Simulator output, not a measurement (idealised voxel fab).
The following process module bears the name voxel capacitor over wiring.
In the cross-section labelled cut, the width is 275 nm and each square cell is 5 nm.
For the purposes of this document, a cross-section shall be understood as a grid of square cells, specified as bands listed in top-to-bottom order, each band consisting of one or more rows of cells.
Top height, bottom height, nm. Materials left to right, width each, nm. Single material + "everywhere" = fills band edge to edge. "empty" = empty.
The level at which height equals 0 is the one under which the wafer, as it arrives, is entirely one material. No lower edge exists for the bottom band, which continues downward and is notated as in "from 0 down".
The width entry "30..40" should be interpreted row by row: the top row of cells in the band takes the first number, the bottom row takes the second number, and the change between adjacent rows is uniform throughout.
You'll sometimes find "everything unchanged" written for a step, and that's the way of saying that nowhere in the cross-section did a cell change during that step.
"Catalogued sealed voids" lists enclosed empty spaces (at least 8 cells, no open path upward to the top), each as width x height at distance from the left edge, in nm.
Whatever follows a step's settings on its line is a remark the simulator itself makes about that step.
"overlay nm" answers the question of how far to the right of plan the mask lay on a step that has a mask, and when it is negative the answer is to the left.
-- Process steps (planned)
1. op RECEIVE | material Si
2. op CONFORMAL_DEP | material SiO2 | thk nm 10
3. op DIRECTIONAL_DEP | material TiN | thk nm 5
4. op DIRECTIONAL_DEP | material Ru | thk nm 15
5. op DIRECTIONAL_DEP | material aC | thk nm 10
6. op PATTERN | tone cover | mask id METAL_1 | material resist | width nm 25 | pitch nm 85 | thk nm 30 | overlay nm 0
7. op DIRECTIONAL_ETCH | etch materials aC | depth nm 10
8. op STRIP | etch materials resist
9. op DIRECTIONAL_ETCH | etch materials Ru | depth nm 15
10. op DIRECTIONAL_ETCH | etch materials TiN | depth nm 5
11. op STRIP | etch materials aC
12. op CONFORMAL_DEP | material SiN | thk nm 5
13. op FILL_DEP | material lowk | thk nm 5
14. op CMP | height nm 30
15. op CONFORMAL_DEP | material SiCN | thk nm 5
16. op DIRECTIONAL_DEP | material lowk | thk nm 20
17. op PATTERN | tone open | mask id PLUG_1 | material resist | width nm 15 | thk nm 15 | overlay nm 0
18. op DIRECTIONAL_ETCH | etch materials lowk | depth nm 20
19. op DIRECTIONAL_ETCH | etch materials SiCN | depth nm 5
20. op STRIP | etch materials resist
21. op EPI | material Ru | thk nm 10
22. op EPI | material Ru | thk nm 10
23. op EPI | material Ru | thk nm 5
24. op DIRECTIONAL_DEP | material TiN | thk nm 5
25. op DIRECTIONAL_DEP | material Al2O3 | thk nm 5
26. op DIRECTIONAL_DEP | material TiN | thk nm 5
27. op PATTERN | tone cover | mask id UPPER_PLATE | material resist | width nm 65 | thk nm 20 | overlay nm 0
28. op DIRECTIONAL_ETCH | etch materials TiN | depth nm 5
29. op DIRECTIONAL_ETCH | etch materials Al2O3 | depth nm 5
30. op STRIP | etch materials resist
31. op PATTERN | tone cover | mask id LOWER_PLATE | material resist | width nm 75 | thk nm 20 | overlay nm 0
32. op DIRECTIONAL_ETCH | etch materials TiN | depth nm 5
33. op STRIP | etch materials resist
34. op FILL_DEP | material SiO2 | thk nm 20
35. op CMP | height nm 85
36. op PATTERN | tone open | mask id PLUG_2 | material resist | width nm 15 | thk nm 20 | overlay nm 0
37. op DIRECTIONAL_ETCH | etch materials SiO2 | depth nm 15
38. op STRIP | etch materials resist
39. op CONFORMAL_DEP | material TiN | thk nm 5
40. op FILL_DEP | material W | thk nm 5
41. op CMP | height nm 85
42. op CONFORMAL_DEP | material SiCN | thk nm 5
-- The cross-section here shows the wafer as received, i.e. in its state after step 1
from 0 down: Si everywhere
Catalogued sealed voids: none
-- Cross-sectional result after module completion. Note: starting condition and plan are unchanged from above; one processing mistake was made
from 90 to 85: SiCN everywhere
from 85 to 75: SiO2 100 nm, then TiN 5 nm, then W 5 nm, then TiN 5 nm, then SiO2 160 nm
from 75 to 70: SiO2 100 nm, then TiN 15 nm, then SiO2 160 nm
from 70 to 65: SiO2 everywhere
from 65 to 55: SiO2 90..85 nm, then TiN 65..75 nm, then SiO2 120..115 nm
from 55 to 35: lowk 90 nm, then Ru 15 nm, then lowk 170 nm
from 35 to 30: SiCN 90 nm, then Ru 15 nm, then SiCN 170 nm
from 30 to 15: lowk 75 nm, then SiN 5 nm, then Ru 25 nm, then SiN 5 nm, then lowk 50 nm, then SiN 5 nm, then Ru 25 nm, then SiN 5 nm, then lowk 80 nm
from 15 to 10: SiN 80 nm, then TiN 25 nm, then SiN 60 nm, then TiN 25 nm, then SiN 85 nm
from 10 to 0: SiO2 everywhere
from 0 down: Si everywhere
Catalogued sealed voids: none
Short version of what went wrong: step 25 was left out
